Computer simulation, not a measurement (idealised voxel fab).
This is a process module. Its name is voxel spacer lines.
Shown is cross-section cut, with a width of 235 nm and square cells of size 5 nm.
Notation: cross-section as square-cell grid; stated in bands, top first, going down; one or more cell rows per band. The band entry comprises the height of the band's top followed by the height of its bottom, expressed in nm, and subsequently the band's materials from left to right, each stated together with its width in nm. Where a single material is marked with the word "edge to edge", that material fills the band from edge to edge. The word "blank" represents empty space. Heights are expressed relative to 0, this being the level below which the as-received wafer comprises one material exclusively. The lowest band is unbounded in the downward direction and is denoted as in "0 down". Width spec "30->40" -> top row of cells at first value, bottom row at second value, equal per-row change in between. Any step labelled "nothing was modified" changed none of the cells in the cross-section. Enclosed voids (no open way to top), threshold 8 cells or more, entry "Closed internal voids", notation width x height at distance, distance from left edge, nm. The remark found on a step's line after its settings is issued by the simulator itself and pertains to that step. "overlay nm", when on a step's line for a step with a mask, measures how far to the right of its planned place the mask lay; a negative measure means to the left.

THE PLANNED PROCESS STEPS ARE ENUMERATED HEREUNDER
1,RECEIVE, material Si
2,CONFORMAL_DEP, material Al2O3, thk nm 5
3,DIRECTIONAL_DEP, material polySi, thk nm 10
4,DIRECTIONAL_DEP, material aC, thk nm 30
5,PATTERN, tone cover, mask id MANDREL, material resist, width nm 15, pitch nm 50, thk nm 35, overlay nm 0
6,DIRECTIONAL_ETCH, etch materials aC, depth nm 30
7,STRIP, etch materials resist
8,CONFORMAL_DEP, material SiO2, thk nm 10
9,DIRECTIONAL_ETCH, etch materials SiO2, depth nm 10
10,STRIP, etch materials aC
11,DIRECTIONAL_ETCH, etch materials polySi, depth nm 10
12,STRIP, etch materials SiO2
Wafer-to-wafer difference: width nm, step 5. Common start. Plan = first wafer's value.

STEP 1 COMPLETE: AS-RECEIVED CROSS-SECTION OF THE FIRST OF SEVERAL WAFERS
  0 down: Si edge to edge
  Closed internal voids: none

THE CROSS-SECTION OF THE FIRST OF SEVERAL WAFERS IS GIVEN BELOW FOR THE END OF THE MODULE, AFTER ITS FINAL STEP, STEP 12
  15 to 5: blank 75 nm, polySi 10 nm, blank 15 nm, polySi 10 nm, blank 15 nm, polySi 10 nm, blank 15 nm, polySi 10 nm, blank 75 nm
  5 to 0: Al2O3 edge to edge
  0 down: Si edge to edge
  Closed internal voids: none

END OF MODULE, LAST WAFER SECTIONED
  15 to 5: blank 70 nm, polySi 10 nm, blank 30 nm, polySi 20 nm, blank 30 nm, polySi 10 nm, blank 65 nm
  5 to 0: Al2O3 edge to edge
  0 down: Si edge to edge
  Closed internal voids: none

TABULATED BELOW, WAFER BY WAFER, ARE THE END-OF-MODULE RESULTS: FOR EACH MATERIAL, THE NUMBER OF CELLS GAINED (+) OR LOST (-) RELATIVE TO THE AS-RECEIVED STATE, FOLLOWED BY THE CLOSED VOIDS
width nm 15 | +47 Al2O3 | +16 polySi | Closed internal voids: none
width nm 20 | +47 Al2O3 | +16 polySi | Closed internal voids: none
width nm 25 | +47 Al2O3 | +16 polySi | Closed internal voids: none
width nm 30 | +47 Al2O3 | +16 polySi | Closed internal voids: none
